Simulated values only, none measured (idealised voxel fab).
Process module, titled voxel lift off
The figure presents cross-section cut, which has a width of 295 nm and is divided into square cells with an edge length of 5 nm.
Think of the cross-section as a grid of square cells. We describe it in bands, top to bottom, and each band covers one or more rows of those cells.
Heads up on the band format: heights come first, top then bottom, in nm. After that it's the materials left to right, each with its width in nm. A single material flagged "everywhere" fills the whole band edge to edge, and "air" means there's empty space there.
A quick word on heights: they are counted from 0, and under that level the wafer as it came to us is one material throughout. The lowest band is different from the rest in having no bottom; it simply continues downward, written as in "z 0 and below".
Width "30..40": first value at the band's top row of cells, second value at its bottom row, equal change from row to row.
Step marked "remains unaltered"? Then no cell in the cross-section changed in it.
Closed-off voids of 8+ cells (no open route to the top) go in "Enclosed internal cavities", written width x height at distance from the left edge, in nm.
Past the settings on a step's line: simulator remark, on that step.
The line of a step may include "overlay nm". On a step with a mask, this value is how far to the right of its planned place the mask lay. A negative value means the mask lay to the left.

**The process steps that were planned are listed below**
| 1 | RECEIVE with material Si |
| 2 | CONFORMAL_DEP with material Al2O3, thk nm 15 |
| 3 | PATTERN with tone open, mask id LINES, material resist, width nm 30, pitch nm 55, thk nm 15, overlay nm 0 |
| 4 | DIRECTIONAL_DEP with material Ru, thk nm 5 |
| 5 | STRIP with etch materials resist |
| 6 | CONFORMAL_DEP with material SiO2, thk nm 10 |

**As-received state of the wafer in cross-section, equivalent to post-step 1**
> z 0 and below  Si everywhere
> Enclosed internal cavities: none

**The module was run from the start shown above using the plan shown above, but one mistake was made doing it; the resulting wafer cross-section is below**
> z 30 to 25  air (65), Al2O3 (50), air (5), Al2O3 (50), air (5), Al2O3 (50), air (70)
> z 25 to 20  Al2O3 everywhere
> z 20 to 15  Al2O3 (75), Ru (30), Al2O3 (25), Ru (30), Al2O3 (25), Ru (30), Al2O3 (80)
> z 15 to 0  Al2O3 everywhere
> z 0 and below  Si everywhere
> Enclosed internal cavities: none
What was the processing mistake? so step 6 ended up running with a different setting than we planned, it ran as CONFORMAL_DEP with material Al2O3, thk nm 10
